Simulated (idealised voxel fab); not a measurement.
process module | voxel self aligned contacts
cross-section cut | 260 nm wide | cells 5 nm
A cross-section is a grid of square cells, given in bands from the top down. A band is one or more rows of cells.
Each band's line starts with the height of the band's top and of its bottom, in nm. Then come its materials from left to right, each with its width in nm. One material with "throughout" fills the band from edge to edge. "air" is empty space.
Height 0 is the level under which the wafer as received is all one material. The lowest band goes on downwards, as in "0 down".
A width such as "30 to 40" changes by the same amount from each row of cells to the next, from the band's top row to its bottom row.
"no change" after a step means that no cell of the cross-section changed.
closed voids: empty space of 8 cells or more with no open way to the top, each as width x height at its distance from the left edge, in nm
after a step's settings: what the simulator itself notes on the step
overlay nm, on a step with a mask: how far to the right of its planned place the mask lay; to the left if negative
Each pair below shows a cross-section before one step and the cross-section after it, down to the lowest band that changed. The line under each pair gives the step between them, with its settings. The pairs can come from different runs of this module on the same starting wafer, so a pair continues from the pair above only where its "before" says so.
before
  0 down: Si throughout
  closed voids: none
after
  5 to 0: SiO2 throughout
  below 0: unchanged
  closed voids: none
the step between: op CONFORMAL_DEP | material SiO2 | thk nm 5
before: the cross-section after the pair above
after
  35 to 5: polySi throughout
  below 5: unchanged
  closed voids: none
the step between: op DIRECTIONAL_DEP | material polySi | thk nm 30
before: the cross-section after the pair above
after
  55 to 35: SiN throughout
  below 35: unchanged
  closed voids: none
the step between: op DIRECTIONAL_DEP | material SiN | thk nm 20
before: the cross-section after the pair above
after
  70 to 55: aC throughout
  below 55: unchanged
  closed voids: none
the step between: op DIRECTIONAL_DEP | material aC | thk nm 15
before: the cross-section after the pair above
after
  105 to 70: air 90 | resist 25 | air 30 | resist 25 | air 90
  below 70: unchanged
  closed voids: none
the step between: op PATTERN | tone cover | mask id GATE | material resist | width nm 25 | pitch nm 55 | thk nm 35 | overlay nm 0
before: the cross-section after the pair above
after
  90 to 70: air 90 | resist 25 | air 30 | resist 25 | air 90
  70 to 55: air 90 | aC 25 | air 30 | aC 25 | air 90
  below 55: unchanged
  closed voids: none
the step between: op DIRECTIONAL_ETCH | etch materials aC | depth nm 15
before: the cross-section after the pair above
after
  70 to 55: air 90 | aC 25 | air 30 | aC 25 | air 90
  below 55: unchanged
  closed voids: none
the step between: op STRIP | etch materials resist
before: the cross-section after the pair above
after
  70 to 55: air 90 | aC 25 | air 30 | aC 25 | air 90
  55 to 35: air 90 | SiN 25 | air 30 | SiN 25 | air 90
  below 35: unchanged
  closed voids: none
the step between: op DIRECTIONAL_ETCH | etch materials SiN | depth nm 20
before: the cross-section after the pair above
after
  70 to 55: air 90 | aC 25 | air 30 | aC 25 | air 90
  55 to 35: air 90 | SiN 25 | air 30 | SiN 25 | air 90
  35 to 5: air 90 | polySi 25 | air 30 | polySi 25 | air 90
  below 5: unchanged
  closed voids: none
the step between: op DIRECTIONAL_ETCH | etch materials polySi | depth nm 30
before: the cross-section after the pair above
after
  55 to 35: air 90 | SiN 25 | air 30 | SiN 25 | air 90
  below 35: unchanged
  closed voids: none
the step between: op STRIP | etch materials aC
before: the cross-section after the pair above
after
  60 to 35: air 85 | SiN 35 | air 20 | SiN 35 | air 85
  35 to 10: air 85 | SiN 5 | polySi 25 | SiN 5 | air 20 | SiN 5 | polySi 25 | SiN 5 | air 85
  10 to 5: SiN 90 | polySi 25 | SiN 30 | polySi 25 | SiN 90
  below 5: unchanged
  closed voids: none
the step between: op CONFORMAL_DEP | material SiN | thk nm 5
before: the cross-section after the pair above
after
  55 to 35: air 85 | SiN 35 | air 20 | SiN 35 | air 85
  35 to 5: air 85 | SiN 5 | polySi 25 | SiN 5 | air 20 | SiN 5 | polySi 25 | SiN 5 | air 85
  below 5: unchanged
  closed voids: none
the step between: op DIRECTIONAL_ETCH | etch materials SiN | depth nm 5
before: the cross-section after the pair above
after
  75 to 55: SiO2 throughout
  55 to 35: SiO2 85 | SiN 35 | SiO2 20 | SiN 35 | SiO2 85
  35 to 5: SiO2 85 | SiN 5 | polySi 25 | SiN 5 | SiO2 20 | SiN 5 | polySi 25 | SiN 5 | SiO2 85
  below 5: unchanged
  closed voids: none
the step between: op FILL_DEP | material SiO2 | thk nm 20
before: the cross-section after the pair above
after
  65 to 55: SiO2 throughout
  below 55: unchanged
  closed voids: none
the step between: op CMP | height nm 65
before: the cross-section after the pair above
after
  75 to 65: aC throughout
  below 65: unchanged
  closed voids: none
the step between: op DIRECTIONAL_DEP | material aC | thk nm 10
before: the cross-section after the pair above
after
  100 to 75: resist 110 | air 40 | resist 110
  below 75: unchanged
  closed voids: none
the step between: op PATTERN | tone open | mask id CONTACT | material resist | width nm 40 | thk nm 25 | overlay nm 0
before: the cross-section after the pair above
after
  90 to 75: resist 110 | air 40 | resist 110
  75 to 65: aC 110 | air 40 | aC 110
  below 65: unchanged
  closed voids: none
the step between: op DIRECTIONAL_ETCH | etch materials aC | depth nm 10
before: the cross-section after the pair above
after
  75 to 65: aC 110 | air 40 | aC 110
  below 65: unchanged
  closed voids: none
the step between: op STRIP | etch materials resist
before: the cross-section after the pair above
after
  75 to 65: aC 110 | air 40 | aC 110
  65 to 55: SiO2 110 | air 40 | SiO2 110
  55 to 35: SiO2 85 | SiN 35 | air 20 | SiN 35 | SiO2 85
  35 to 5: SiO2 85 | SiN 5 | polySi 25 | SiN 5 | air 20 | SiN 5 | polySi 25 | SiN 5 | SiO2 85
  5 to 0: SiO2 120 | air 20 | SiO2 120
  below 0: unchanged
  closed voids: none
the step between: op DIRECTIONAL_ETCH | etch materials SiO2 | depth nm 65
before: the cross-section after the pair above
after
  65 to 55: SiO2 110 | air 40 | SiO2 110
  below 55: unchanged
  closed voids: none
the step between: op STRIP | etch materials aC
before: the cross-section after the pair above
after
  70 to 65: TiN 115 | air 30 | TiN 115
  65 to 55: SiO2 110 | TiN 5 to 15 | air 30 to 10 | TiN 5 to 15 | SiO2 110
  55 to 35: SiO2 85 | SiN 35 | TiN 5 | air 10 | TiN 5 | SiN 35 | SiO2 85
  35 to 5: SiO2 85 | SiN 5 | polySi 25 | SiN 5 | TiN 5 | air 10 | TiN 5 | SiN 5 | polySi 25 | SiN 5 | SiO2 85
  5 to 0: SiO2 120 | TiN 20 | SiO2 120
  below 0: unchanged
  closed voids: none
the step between: op CONFORMAL_DEP | material TiN | thk nm 5
before: the cross-section after the pair above
after
  75 to 70: W throughout
  70 to 65: TiN 115 | W 30 | TiN 115
  65 to 55: SiO2 110 | TiN 5 to 15 | W 30 to 10 | TiN 5 to 15 | SiO2 110
  55 to 35: SiO2 85 | SiN 35 | TiN 5 | W 10 | TiN 5 | SiN 35 | SiO2 85
  35 to 5: SiO2 85 | SiN 5 | polySi 25 | SiN 5 | TiN 5 | W 10 | TiN 5 | SiN 5 | polySi 25 | SiN 5 | SiO2 85
  below 5: unchanged
  closed voids: none
the step between: op FILL_DEP | material W | thk nm 5
before: the cross-section after the pair above
after
  65 to 55: SiO2 110 | TiN 5 to 15 | W 30 to 10 | TiN 5 to 15 | SiO2 110
  below 55: unchanged
  closed voids: none
the step between: op CMP | height nm 65
before: the cross-section after the pair above
after
  70 to 65: SiCN throughout
  below 65: unchanged
  closed voids: none
the step between: op CONFORMAL_DEP | material SiCN | thk nm 5
before
  55 to 35: air 90 | SiN 25 | air 30 | SiN 25 | air 90
  35 to 5: air 90 | polySi 25 | air 30 | polySi 25 | air 90
  5 to 0: SiO2 throughout
  0 down: Si throughout
  closed voids: none
after
  50 to 35: air 90 | SiN 25 | air 30 | SiN 25 | air 90
  below 35: unchanged
  closed voids: none
the step between: op DIRECTIONAL_ETCH | etch materials SiN | depth nm 5
before: the cross-section after the pair above
after
  70 to 50: SiO2 throughout
  50 to 35: SiO2 90 | SiN 25 | SiO2 30 | SiN 25 | SiO2 90
  35 to 5: SiO2 90 | polySi 25 | SiO2 30 | polySi 25 | SiO2 90
  below 5: unchanged
  closed voids: none
the step between: op FILL_DEP | material SiO2 | thk nm 20
before: the cross-section after the pair above
after
  65 to 50: SiO2 throughout
  below 50: unchanged
  closed voids: none
the step between: op CMP | height nm 65
before: the cross-section after the pair above
after
  75 to 65: aC throughout
  below 65: unchanged
  closed voids: none
the step between: op DIRECTIONAL_DEP | material aC | thk nm 10
before: the cross-section after the pair above
after
  100 to 75: resist 110 | air 40 | resist 110
  below 75: unchanged
  closed voids: none
the step between: op PATTERN | tone open | mask id CONTACT | material resist | width nm 40 | thk nm 25 | overlay nm 0
before: the cross-section after the pair above
after
  90 to 75: resist 110 | air 40 | resist 110
  75 to 65: aC 110 | air 40 | aC 110
  below 65: unchanged
  closed voids: none
the step between: op DIRECTIONAL_ETCH | etch materials aC | depth nm 10
before: the cross-section after the pair above
after
  75 to 65: aC 110 | air 40 | aC 110
  below 65: unchanged
  closed voids: none
the step between: op STRIP | etch materials resist
before: the cross-section after the pair above
after
  75 to 65: aC 110 | air 40 | aC 110
  65 to 50: SiO2 110 | air 40 | SiO2 110
  50 to 35: SiO2 90 | SiN 25 | air 30 | SiN 25 | SiO2 90
  35 to 5: SiO2 90 | polySi 25 | air 30 | polySi 25 | SiO2 90
  5 to 0: SiO2 115 | air 30 | SiO2 115
  below 0: unchanged
  closed voids: none
the step between: op DIRECTIONAL_ETCH | etch materials SiO2 | depth nm 65
before: the cross-section after the pair above
after
  65 to 50: SiO2 110 | air 40 | SiO2 110
  below 50: unchanged
  closed voids: none
the step between: op STRIP | etch materials aC
before: the cross-section after the pair above
after
  70 to 65: TiN 115 | air 30 | TiN 115
  65 to 55: SiO2 110 | TiN 5 | air 30 | TiN 5 | SiO2 110
  55 to 50: SiO2 110 | TiN 10 | air 20 | TiN 10 | SiO2 110
  50 to 35: SiO2 90 | SiN 25 | TiN 5 | air 20 | TiN 5 | SiN 25 | SiO2 90
  35 to 5: SiO2 90 | polySi 25 | TiN 5 | air 20 | TiN 5 | polySi 25 | SiO2 90
  5 to 0: SiO2 115 | TiN 30 | SiO2 115
  below 0: unchanged
  closed voids: none
the step between: op CONFORMAL_DEP | material TiN | thk nm 5
before: the cross-section after the pair above
after
  75 to 70: W throughout
  70 to 65: TiN 115 | W 30 | TiN 115
  65 to 55: SiO2 110 | TiN 5 | W 30 | TiN 5 | SiO2 110
  55 to 50: SiO2 110 | TiN 10 | W 20 | TiN 10 | SiO2 110
  50 to 35: SiO2 90 | SiN 25 | TiN 5 | W 20 | TiN 5 | SiN 25 | SiO2 90
  35 to 5: SiO2 90 | polySi 25 | TiN 5 | W 20 | TiN 5 | polySi 25 | SiO2 90
  below 5: unchanged
  closed voids: none
the step between: op FILL_DEP | material W | thk nm 5
before: the cross-section after the pair above
after
  65 to 55: SiO2 110 | TiN 5 | W 30 | TiN 5 | SiO2 110
  below 55: unchanged
  closed voids: none
the step between: op CMP | height nm 65
before: the cross-section after the pair above
after
  70 to 65: SiCN throughout
  below 65: unchanged
  closed voids: none
the step between: op CONFORMAL_DEP | material SiCN | thk nm 5
before
  35 to 5: polySi throughout
  5 to 0: SiO2 throughout
  0 down: Si throughout
  closed voids: none
after
  65 to 5: polySi throughout
  below 5: unchanged
  closed voids: none
the step between: op DIRECTIONAL_DEP | material polySi | thk nm 30
before: the cross-section after the pair above
after
  85 to 65: SiN throughout
  below 65: unchanged
  closed voids: none
the step between: op DIRECTIONAL_DEP | material SiN | thk nm 20
before: the cross-section after the pair above
after
  100 to 85: aC throughout
  below 85: unchanged
  closed voids: none
the step between: op DIRECTIONAL_DEP | material aC | thk nm 15
before: the cross-section after the pair above
after
  135 to 100: air 90 | resist 25 | air 30 | resist 25 | air 90
  below 100: unchanged
  closed voids: none
the step between: op PATTERN | tone cover | mask id GATE | material resist | width nm 25 | pitch nm 55 | thk nm 35 | overlay nm 0
before: the cross-section after the pair above
after
  120 to 100: air 90 | resist 25 | air 30 | resist 25 | air 90
  100 to 85: air 90 | aC 25 | air 30 | aC 25 | air 90
  below 85: unchanged
  closed voids: none
the step between: op DIRECTIONAL_ETCH | etch materials aC | depth nm 15
before: the cross-section after the pair above
after
  100 to 85: air 90 | aC 25 | air 30 | aC 25 | air 90
  below 85: unchanged
  closed voids: none
the step between: op STRIP | etch materials resist
before: the cross-section after the pair above
after
  100 to 85: air 90 | aC 25 | air 30 | aC 25 | air 90
  85 to 65: air 90 | SiN 25 | air 30 | SiN 25 | air 90
  below 65: unchanged
  closed voids: none
the step between: op DIRECTIONAL_ETCH | etch materials SiN | depth nm 20
before: the cross-section after the pair above
after
  100 to 85: air 90 | aC 25 | air 30 | aC 25 | air 90
  85 to 65: air 90 | SiN 25 | air 30 | SiN 25 | air 90
  65 to 35: air 90 | polySi 25 | air 30 | polySi 25 | air 90
  below 35: unchanged
  closed voids: none
the step between: op DIRECTIONAL_ETCH | etch materials polySi | depth nm 30
before: the cross-section after the pair above
after
  85 to 65: air 90 | SiN 25 | air 30 | SiN 25 | air 90
  below 65: unchanged
  closed voids: none
the step between: op STRIP | etch materials aC
before: the cross-section after the pair above
after
  90 to 65: air 85 | SiN 35 | air 20 | SiN 35 | air 85
  65 to 40: air 85 | SiN 5 | polySi 25 | SiN 5 | air 20 | SiN 5 | polySi 25 | SiN 5 | air 85
  40 to 35: SiN 90 | polySi 25 | SiN 30 | polySi 25 | SiN 90
  below 35: unchanged
  closed voids: none
the step between: op CONFORMAL_DEP | material SiN | thk nm 5
before: the cross-section after the pair above
after
  85 to 65: air 85 | SiN 35 | air 20 | SiN 35 | air 85
  65 to 35: air 85 | SiN 5 | polySi 25 | SiN 5 | air 20 | SiN 5 | polySi 25 | SiN 5 | air 85
  below 35: unchanged
  closed voids: none
the step between: op DIRECTIONAL_ETCH | etch materials SiN | depth nm 5
before: the cross-section after the pair above
after
  105 to 85: SiO2 throughout
  85 to 65: SiO2 85 | SiN 35 | SiO2 20 | SiN 35 | SiO2 85
  65 to 35: SiO2 85 | SiN 5 | polySi 25 | SiN 5 | SiO2 20 | SiN 5 | polySi 25 | SiN 5 | SiO2 85
  below 35: unchanged
  closed voids: none
the step between: op FILL_DEP | material SiO2 | thk nm 20
before: the cross-section after the pair above
after
  65 to 35: SiO2 85 | SiN 5 | polySi 25 | SiN 5 | SiO2 20 | SiN 5 | polySi 25 | SiN 5 | SiO2 85
  below 35: unchanged
  closed voids: none
the step between: op CMP | height nm 65
before: the cross-section after the pair above
after
  75 to 65: aC throughout
  below 65: unchanged
  closed voids: none
the step between: op DIRECTIONAL_DEP | material aC | thk nm 10
before: the cross-section after the pair above
after
  100 to 75: resist 110 | air 40 | resist 110
  below 75: unchanged
  closed voids: none
the step between: op PATTERN | tone open | mask id CONTACT | material resist | width nm 40 | thk nm 25 | overlay nm 0
before: the cross-section after the pair above
after
  90 to 75: resist 110 | air 40 | resist 110
  75 to 65: aC 110 | air 40 | aC 110
  below 65: unchanged
  closed voids: none
the step between: op DIRECTIONAL_ETCH | etch materials aC | depth nm 10
before: the cross-section after the pair above
after
  75 to 65: aC 110 | air 40 | aC 110
  below 65: unchanged
  closed voids: none
the step between: op STRIP | etch materials resist
before: the cross-section after the pair above
after
  75 to 65: aC 110 | air 40 | aC 110
  65 to 35: SiO2 85 | SiN 5 | polySi 25 | SiN 5 | air 20 | SiN 5 | polySi 25 | SiN 5 | SiO2 85
  below 35: unchanged
  closed voids: none
the step between: op DIRECTIONAL_ETCH | etch materials SiO2 | depth nm 65
before: the cross-section after the pair above
after
  65 to 35: SiO2 85 | SiN 5 | polySi 25 | SiN 5 | air 20 | SiN 5 | polySi 25 | SiN 5 | SiO2 85
  below 35: unchanged
  closed voids: none
the step between: op STRIP | etch materials aC
before: the cross-section after the pair above
after
  70 to 65: TiN 125 | air 10 | TiN 125
  65 to 40: SiO2 85 | SiN 5 | polySi 25 | SiN 5 | TiN 5 | air 10 | TiN 5 | SiN 5 | polySi 25 | SiN 5 | SiO2 85
  40 to 35: SiO2 85 | SiN 5 | polySi 25 | SiN 5 | TiN 20 | SiN 5 | polySi 25 | SiN 5 | SiO2 85
  below 35: unchanged
  closed voids: none
the step between: op CONFORMAL_DEP | material TiN | thk nm 5
before: the cross-section after the pair above
after
  75 to 70: W throughout
  70 to 65: TiN 125 | W 10 | TiN 125
  65 to 40: SiO2 85 | SiN 5 | polySi 25 | SiN 5 | TiN 5 | W 10 | TiN 5 | SiN 5 | polySi 25 | SiN 5 | SiO2 85
  below 40: unchanged
  closed voids: none
the step between: op FILL_DEP | material W | thk nm 5
before: the cross-section after the pair above
after
  65 to 40: SiO2 85 | SiN 5 | polySi 25 | SiN 5 | TiN 5 | W 10 | TiN 5 | SiN 5 | polySi 25 | SiN 5 | SiO2 85
  below 40: unchanged
  closed voids: none
the step between: op CMP | height nm 65
before: the cross-section after the pair above
after
  70 to 65: SiCN throughout
  below 65: unchanged
  closed voids: none
the step between: op CONFORMAL_DEP | material SiCN | thk nm 5
before
  0 down: Si throughout
  closed voids: none
after
  30 to 0: polySi throughout
  below 0: unchanged
  closed voids: none
the step between: op DIRECTIONAL_DEP | material polySi | thk nm 30
before: the cross-section after the pair above
after
  35 to 30: SiO2 throughout
  below 30: unchanged
  closed voids: none
the step between: op CONFORMAL_DEP | material SiO2 | thk nm 5
before: the cross-section after the pair above
after
  55 to 35: SiN throughout
  below 35: unchanged
  closed voids: none
the step between: op DIRECTIONAL_DEP | material SiN | thk nm 20
before: the cross-section after the pair above
after
  70 to 55: aC throughout
  below 55: unchanged
  closed voids: none
the step between: op DIRECTIONAL_DEP | material aC | thk nm 15
before: the cross-section after the pair above
after
  105 to 70: air 90 | resist 25 | air 30 | resist 25 | air 90
  below 70: unchanged
  closed voids: none
the step between: op PATTERN | tone cover | mask id GATE | material resist | width nm 25 | pitch nm 55 | thk nm 35 | overlay nm 0
before: the cross-section after the pair above
after
  90 to 70: air 90 | resist 25 | air 30 | resist 25 | air 90
  70 to 55: air 90 | aC 25 | air 30 | aC 25 | air 90
  below 55: unchanged
  closed voids: none
the step between: op DIRECTIONAL_ETCH | etch materials aC | depth nm 15
before: the cross-section after the pair above
after
  70 to 55: air 90 | aC 25 | air 30 | aC 25 | air 90
  below 55: unchanged
  closed voids: none
the step between: op STRIP | etch materials resist
before: the cross-section after the pair above
after
  70 to 55: air 90 | aC 25 | air 30 | aC 25 | air 90
  55 to 35: air 90 | SiN 25 | air 30 | SiN 25 | air 90
  below 35: unchanged
  closed voids: none
the step between: op DIRECTIONAL_ETCH | etch materials SiN | depth nm 20
before: the cross-section after the pair above
after
  55 to 35: air 90 | SiN 25 | air 30 | SiN 25 | air 90
  below 35: unchanged
  closed voids: none
the step between: op STRIP | etch materials aC
before: the cross-section after the pair above
after
  60 to 40: air 85 | SiN 35 | air 20 | SiN 35 | air 85
  40 to 35: SiN throughout
  below 35: unchanged
  closed voids: none
the step between: op CONFORMAL_DEP | material SiN | thk nm 5
before: the cross-section after the pair above
after
  55 to 35: air 85 | SiN 35 | air 20 | SiN 35 | air 85
  below 35: unchanged
  closed voids: none
the step between: op DIRECTIONAL_ETCH | etch materials SiN | depth nm 5
before: the cross-section after the pair above
after
  75 to 55: SiO2 throughout
  55 to 35: SiO2 85 | SiN 35 | SiO2 20 | SiN 35 | SiO2 85
  below 35: unchanged
  closed voids: none
the step between: op FILL_DEP | material SiO2 | thk nm 20
before: the cross-section after the pair above
after
  65 to 55: SiO2 throughout
  below 55: unchanged
  closed voids: none
the step between: op CMP | height nm 65
before: the cross-section after the pair above
after
  75 to 65: aC throughout
  below 65: unchanged
  closed voids: none
the step between: op DIRECTIONAL_DEP | material aC | thk nm 10
before: the cross-section after the pair above
after
  100 to 75: resist 110 | air 40 | resist 110
  below 75: unchanged
  closed voids: none
the step between: op PATTERN | tone open | mask id CONTACT | material resist | width nm 40 | thk nm 25 | overlay nm 0
before: the cross-section after the pair above
after
  90 to 75: resist 110 | air 40 | resist 110
  75 to 65: aC 110 | air 40 | aC 110
  below 65: unchanged
  closed voids: none
the step between: op DIRECTIONAL_ETCH | etch materials aC | depth nm 10
before: the cross-section after the pair above
after
  75 to 65: aC 110 | air 40 | aC 110
  below 65: unchanged
  closed voids: none
the step between: op STRIP | etch materials resist
before: the cross-section after the pair above
after
  75 to 65: aC 110 | air 40 | aC 110
  65 to 55: SiO2 110 | air 40 | SiO2 110
  55 to 35: SiO2 85 | SiN 35 | air 20 | SiN 35 | SiO2 85
  35 to 30: SiO2 120 | air 20 | SiO2 120
  below 30: unchanged
  closed voids: none
the step between: op DIRECTIONAL_ETCH | etch materials SiO2 | depth nm 65
before: the cross-section after the pair above
after
  65 to 55: SiO2 110 | air 40 | SiO2 110
  below 55: unchanged
  closed voids: none
the step between: op STRIP | etch materials aC
before: the cross-section after the pair above
after
  70 to 65: TiN 115 | air 30 | TiN 115
  65 to 55: SiO2 110 | TiN 5 to 15 | air 30 to 10 | TiN 5 to 15 | SiO2 110
  55 to 35: SiO2 85 | SiN 35 | TiN 5 | air 10 | TiN 5 | SiN 35 | SiO2 85
  35 to 30: SiO2 120 | TiN 20 | SiO2 120
  below 30: unchanged
  closed voids: none
the step between: op CONFORMAL_DEP | material TiN | thk nm 5
before: the cross-section after the pair above
after
  75 to 70: W throughout
  70 to 65: TiN 115 | W 30 | TiN 115
  65 to 55: SiO2 110 | TiN 5 to 15 | W 30 to 10 | TiN 5 to 15 | SiO2 110
  55 to 35: SiO2 85 | SiN 35 | TiN 5 | W 10 | TiN 5 | SiN 35 | SiO2 85
  below 35: unchanged
  closed voids: none
the step between: op FILL_DEP | material W | thk nm 5
before: the cross-section after the pair above
after
  65 to 55: SiO2 110 | TiN 5 to 15 | W 30 to 10 | TiN 5 to 15 | SiO2 110
  below 55: unchanged
  closed voids: none
the step between: op CMP | height nm 65
before: the cross-section after the pair above
after
  70 to 65: SiCN throughout
  below 65: unchanged
  closed voids: none
the step between: op CONFORMAL_DEP | material SiCN | thk nm 5
before
  35 to 5: polySi throughout
  5 to 0: SiO2 throughout
  0 down: Si throughout
  closed voids: none
after
  60 to 35: SiN throughout
  below 35: unchanged
  closed voids: none
the step between: op DIRECTIONAL_DEP | material SiN | thk nm 25
before: the cross-section after the pair above
after
  75 to 60: aC throughout
  below 60: unchanged
  closed voids: none
the step between: op DIRECTIONAL_DEP | material aC | thk nm 15
before: the cross-section after the pair above
after
  110 to 75: air 90 | resist 25 | air 30 | resist 25 | air 90
  below 75: unchanged
  closed voids: none
the step between: op PATTERN | tone cover | mask id GATE | material resist | width nm 25 | pitch nm 55 | thk nm 35 | overlay nm 0
before: the cross-section after the pair above
after
  95 to 75: air 90 | resist 25 | air 30 | resist 25 | air 90
  75 to 60: air 90 | aC 25 | air 30 | aC 25 | air 90
  below 60: unchanged
  closed voids: none
the step between: op DIRECTIONAL_ETCH | etch materials aC | depth nm 15
before: the cross-section after the pair above
after
  75 to 60: air 90 | aC 25 | air 30 | aC 25 | air 90
  below 60: unchanged
  closed voids: none
the step between: op STRIP | etch materials resist
before: the cross-section after the pair above
after
  75 to 60: air 90 | aC 25 | air 30 | aC 25 | air 90
  60 to 40: air 90 | SiN 25 | air 30 | SiN 25 | air 90
  below 40: unchanged
  closed voids: none
the step between: op DIRECTIONAL_ETCH | etch materials SiN | depth nm 20
before: the cross-section after the pair above
after
  60 to 40: air 90 | SiN 25 | air 30 | SiN 25 | air 90
  below 40: unchanged
  closed voids: none
the step between: op STRIP | etch materials aC
before: the cross-section after the pair above
after
  65 to 45: air 85 | SiN 35 | air 20 | SiN 35 | air 85
  45 to 35: SiN throughout
  below 35: unchanged
  closed voids: none
the step between: op CONFORMAL_DEP | material SiN | thk nm 5
before: the cross-section after the pair above
after
  60 to 40: air 85 | SiN 35 | air 20 | SiN 35 | air 85
  below 40: unchanged
  closed voids: none
the step between: op DIRECTIONAL_ETCH | etch materials SiN | depth nm 5
before: the cross-section after the pair above
after
  80 to 60: SiO2 throughout
  60 to 40: SiO2 85 | SiN 35 | SiO2 20 | SiN 35 | SiO2 85
  below 40: unchanged
  closed voids: none
the step between: op FILL_DEP | material SiO2 | thk nm 20
before: the cross-section after the pair above
after
  65 to 60: SiO2 throughout
  below 60: unchanged
  closed voids: none
the step between: op CMP | height nm 65
before: the cross-section after the pair above
after
  75 to 65: aC throughout
  below 65: unchanged
  closed voids: none
the step between: op DIRECTIONAL_DEP | material aC | thk nm 10
before: the cross-section after the pair above
after
  100 to 75: resist 110 | air 40 | resist 110
  below 75: unchanged
  closed voids: none
the step between: op PATTERN | tone open | mask id CONTACT | material resist | width nm 40 | thk nm 25 | overlay nm 0
before: the cross-section after the pair above
after
  90 to 75: resist 110 | air 40 | resist 110
  75 to 65: aC 110 | air 40 | aC 110
  below 65: unchanged
  closed voids: none
the step between: op DIRECTIONAL_ETCH | etch materials aC | depth nm 10
before: the cross-section after the pair above
after
  75 to 65: aC 110 | air 40 | aC 110
  below 65: unchanged
  closed voids: none
the step between: op STRIP | etch materials resist
before: the cross-section after the pair above
after
  75 to 65: aC 110 | air 40 | aC 110
  65 to 60: SiO2 110 | air 40 | SiO2 110
  60 to 40: SiO2 85 | SiN 35 | air 20 | SiN 35 | SiO2 85
  below 40: unchanged
  closed voids: none
the step between: op DIRECTIONAL_ETCH | etch materials SiO2 | depth nm 65
before: the cross-section after the pair above
after
  65 to 60: SiO2 110 | air 40 | SiO2 110
  below 60: unchanged
  closed voids: none
the step between: op STRIP | etch materials aC
before: the cross-section after the pair above
after
  70 to 65: TiN 115 | air 30 | TiN 115
  65 to 60: SiO2 110 | TiN 15 | air 10 | TiN 15 | SiO2 110
  60 to 45: SiO2 85 | SiN 35 | TiN 5 | air 10 | TiN 5 | SiN 35 | SiO2 85
  45 to 40: SiO2 85 | SiN 35 | TiN 20 | SiN 35 | SiO2 85
  below 40: unchanged
  closed voids: none
the step between: op CONFORMAL_DEP | material TiN | thk nm 5
before: the cross-section after the pair above
after
  75 to 70: W throughout
  70 to 65: TiN 115 | W 30 | TiN 115
  65 to 60: SiO2 110 | TiN 15 | W 10 | TiN 15 | SiO2 110
  60 to 45: SiO2 85 | SiN 35 | TiN 5 | W 10 | TiN 5 | SiN 35 | SiO2 85
  below 45: unchanged
  closed voids: none
the step between: op FILL_DEP | material W | thk nm 5
before: the cross-section after the pair above
after
  65 to 60: SiO2 110 | TiN 15 | W 10 | TiN 15 | SiO2 110
  below 60: unchanged
  closed voids: none
the step between: op CMP | height nm 65
before: the cross-section after the pair above
after
  70 to 65: SiCN throughout
  below 65: unchanged
  closed voids: none
the step between: op CONFORMAL_DEP | material SiCN | thk nm 5
before
  70 to 55: aC throughout
  55 to 35: SiN throughout
  35 to 5: polySi throughout
  5 to 0: SiO2 throughout
  0 down: Si throughout
  closed voids: none
after
  105 to 70: air 85 | resist 35 | air 20 | resist 35 | air 85
  below 70: unchanged
  closed voids: none
the step between: op PATTERN | tone cover | mask id GATE | material resist | width nm 35 | pitch nm 55 | thk nm 35 | overlay nm 0
before: the cross-section after the pair above
after
  90 to 70: air 85 | resist 35 | air 20 | resist 35 | air 85
  70 to 55: air 85 | aC 35 | air 20 | aC 35 | air 85
  below 55: unchanged
  closed voids: none
the step between: op DIRECTIONAL_ETCH | etch materials aC | depth nm 15
before: the cross-section after the pair above
after
  70 to 55: air 85 | aC 35 | air 20 | aC 35 | air 85
  below 55: unchanged
  closed voids: none
the step between: op STRIP | etch materials resist
before: the cross-section after the pair above
after
  70 to 55: air 85 | aC 35 | air 20 | aC 35 | air 85
  55 to 35: air 85 | SiN 35 | air 20 | SiN 35 | air 85
  below 35: unchanged
  closed voids: none
the step between: op DIRECTIONAL_ETCH | etch materials SiN | depth nm 20
before: the cross-section after the pair above
after
  70 to 55: air 85 | aC 35 | air 20 | aC 35 | air 85
  55 to 35: air 85 | SiN 35 | air 20 | SiN 35 | air 85
  35 to 5: air 85 | polySi 35 | air 20 | polySi 35 | air 85
  below 5: unchanged
  closed voids: none
the step between: op DIRECTIONAL_ETCH | etch materials polySi | depth nm 30
before: the cross-section after the pair above
after
  55 to 35: air 85 | SiN 35 | air 20 | SiN 35 | air 85
  below 35: unchanged
  closed voids: none
the step between: op STRIP | etch materials aC
before: the cross-section after the pair above
after
  60 to 35: air 80 | SiN 45 | air 10 | SiN 45 | air 80
  35 to 10: air 80 | SiN 5 | polySi 35 | SiN 5 | air 10 | SiN 5 | polySi 35 | SiN 5 | air 80
  10 to 5: SiN 85 | polySi 35 | SiN 20 | polySi 35 | SiN 85
  below 5: unchanged
  closed voids: none
the step between: op CONFORMAL_DEP | material SiN | thk nm 5
before: the cross-section after the pair above
after
  55 to 35: air 80 | SiN 45 | air 10 | SiN 45 | air 80
  35 to 5: air 80 | SiN 5 | polySi 35 | SiN 5 | air 10 | SiN 5 | polySi 35 | SiN 5 | air 80
  below 5: unchanged
  closed voids: none
the step between: op DIRECTIONAL_ETCH | etch materials SiN | depth nm 5
before: the cross-section after the pair above
after
  75 to 55: SiO2 throughout
  55 to 35: SiO2 80 | SiN 45 | SiO2 10 | SiN 45 | SiO2 80
  35 to 5: SiO2 80 | SiN 5 | polySi 35 | SiN 5 | SiO2 10 | SiN 5 | polySi 35 | SiN 5 | SiO2 80
  below 5: unchanged
  closed voids: none
the step between: op FILL_DEP | material SiO2 | thk nm 20
before: the cross-section after the pair above
after
  65 to 55: SiO2 throughout
  below 55: unchanged
  closed voids: none
the step between: op CMP | height nm 65
before: the cross-section after the pair above
after
  75 to 65: aC throughout
  below 65: unchanged
  closed voids: none
the step between: op DIRECTIONAL_DEP | material aC | thk nm 10
before: the cross-section after the pair above
after
  100 to 75: resist 110 | air 40 | resist 110
  below 75: unchanged
  closed voids: none
the step between: op PATTERN | tone open | mask id CONTACT | material resist | width nm 40 | thk nm 25 | overlay nm 0
before: the cross-section after the pair above
after
  90 to 75: resist 110 | air 40 | resist 110
  75 to 65: aC 110 | air 40 | aC 110
  below 65: unchanged
  closed voids: none
the step between: op DIRECTIONAL_ETCH | etch materials aC | depth nm 10
before: the cross-section after the pair above
after
  75 to 65: aC 110 | air 40 | aC 110
  below 65: unchanged
  closed voids: none
the step between: op STRIP | etch materials resist
